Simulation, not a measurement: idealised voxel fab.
Process module heading - voxel transistor to metal
We display cut, a cross-section 280 nm in width whose square cells are each 5 nm.
Cross-section spec: square-cell grid; bands listed top down; each band is one or more rows. This entry defines a band. It first specifies the height of the band's top and the height of its bottom in nm, and then specifies the band's materials from left to right, stating each material with its width in nm. The word "everywhere" identifies a single material that fills the band from edge to edge, while the word "air" identifies empty space. Note: height 0 marks the level under which the wafer is uniformly one material as received. Lowest band unbounded below, written "top 0, no bottom". The width entry "30->40" should be interpreted row by row: the top row of cells in the band takes the first number, the bottom row takes the second number, and the change between adjacent rows is uniform throughout. Step note "stayed the same" = no cross-section cell changed. "Closed empty spaces": sealed empty spaces, 8 cells or more, no open way to top, listed width x height at distance, with distance from the left edge and width, height and distance in nm. Note: text after step settings on the step line = simulator remark on that step. The setting "overlay nm" may be written on the line of a step. When the step uses a mask, the value reports how far to the right of the planned place the mask lay, and a negative value reports that it lay to the left.

## This section lists the process steps that were planned
1,RECEIVE: material Si
2,OXIDIZE: depth nm 5
3,CONFORMAL_DEP: material SiN, thk nm 10
4,MASKED_ETCH: tone cover, mask id ACTIVE, width nm 110, pitch nm 135, etch materials SiN, depth nm 10, overlay nm 0
5,MASKED_ETCH: tone cover, mask id ACTIVE, width nm 110, pitch nm 135, etch materials SiO2, depth nm 5, overlay nm 0
6,MASKED_ETCH: tone cover, mask id ACTIVE, width nm 110, pitch nm 135, etch materials Si, depth nm 35, overlay nm 0
7,FILL_DEP: material SiO2, thk nm 10
8,CMP: height nm 10
9,SELECTIVE_ETCH: etch materials SiO2, depth nm 10
10,STRIP: etch materials SiN
11,SELECTIVE_ETCH: etch materials SiO2, depth nm 5
12,OXIDIZE: depth nm 5
13,DIRECTIONAL_DEP: material polySi, thk nm 20
14,DIRECTIONAL_DEP: material SiCN, thk nm 10
15,PATTERN: tone cover, mask id GATE, material resist, width nm 20, pitch nm 135, thk nm 15, overlay nm 0
16,DIRECTIONAL_ETCH: etch materials SiCN, depth nm 20
17,DIRECTIONAL_ETCH: etch materials polySi, depth nm 30
18,STRIP: etch materials resist
19,CONFORMAL_DEP: material SiN, thk nm 5
20,DIRECTIONAL_ETCH: etch materials SiN, depth nm 5
21,DIRECTIONAL_ETCH: etch materials SiO2, depth nm 5
22,DIRECTIONAL_ETCH: etch materials Si, depth nm 15
23,EPI: material SiGe, thk nm 15
24,FILL_DEP: material SiO2, thk nm 10
25,CMP: height nm 15
26,STRIP: etch materials polySi
27,SELECTIVE_ETCH: etch materials SiO2, depth nm 5
28,CONFORMAL_DEP: material HfO2, thk nm 5
29,CONFORMAL_DEP: material TiN, thk nm 5
30,FILL_DEP: material W, thk nm 5
31,CMP: height nm 10
32,DIRECTIONAL_DEP: material SiO2, thk nm 10
33,MASKED_ETCH: tone open, mask id CONTACT, width nm 20, etch materials SiO2, depth nm 30, overlay nm 0
34,CONFORMAL_DEP: material TiN, thk nm 5
35,FILL_DEP: material W, thk nm 5
36,CMP: height nm 20
37,DIRECTIONAL_DEP: material TiN, thk nm 5
38,DIRECTIONAL_DEP: material W, thk nm 20
39,PATTERN: tone cover, mask id METAL_1, material resist, width nm 20, thk nm 20, overlay nm 0
40,DIRECTIONAL_ETCH: etch materials W, depth nm 20
41,DIRECTIONAL_ETCH: etch materials TiN, depth nm 5
42,STRIP: etch materials resist
43,CONFORMAL_DEP: material SiCN, thk nm 5
44,FILL_DEP: material SiO2, thk nm 5
45,CMP: height nm 45
46,CONFORMAL_DEP: material SiN, thk nm 5
Heads up: all these wafers start the same, and what changes between them is the width nm in step 15. The value you see in the plan is just what the first wafer got.

## The first of several wafers as received, shown in cross-section; this is its state after step 1
    top 0, no bottom = Si everywhere
    Closed empty spaces: none

## Below, a row for every wafer. Read it as the end-of-module picture: for each material the wafer shows its cells gained (+) or lost (-) since it was received, and then its closed voids
width nm 20 | +24 HfO2 | -280 Si | +72 SiCN | +132 SiGe | +68 SiN | +356 SiO2 | +84 TiN | +104 W | Closed empty spaces: none
width nm 25 | +26 HfO2 | -274 Si | +72 SiCN | +126 SiGe | +68 SiN | +354 SiO2 | +86 TiN | +102 W | Closed empty spaces: none
width nm 30 | +28 HfO2 | -268 Si | +72 SiCN | +120 SiGe | +68 SiN | +352 SiO2 | +88 TiN | +100 W | Closed empty spaces: none
width nm 35 | +30 HfO2 | -262 Si | +72 SiCN | +114 SiGe | +68 SiN | +350 SiO2 | +90 TiN | +98 W | Closed empty spaces: none
width nm 40 | +32 HfO2 | -256 Si | +72 SiCN | +108 SiGe | +68 SiN | +348 SiO2 | +92 TiN | +96 W | Closed empty spaces: none
width nm 45 | +34 HfO2 | -250 Si | +72 SiCN | +102 SiGe | +68 SiN | +346 SiO2 | +88 TiN | +100 W | Closed empty spaces: none
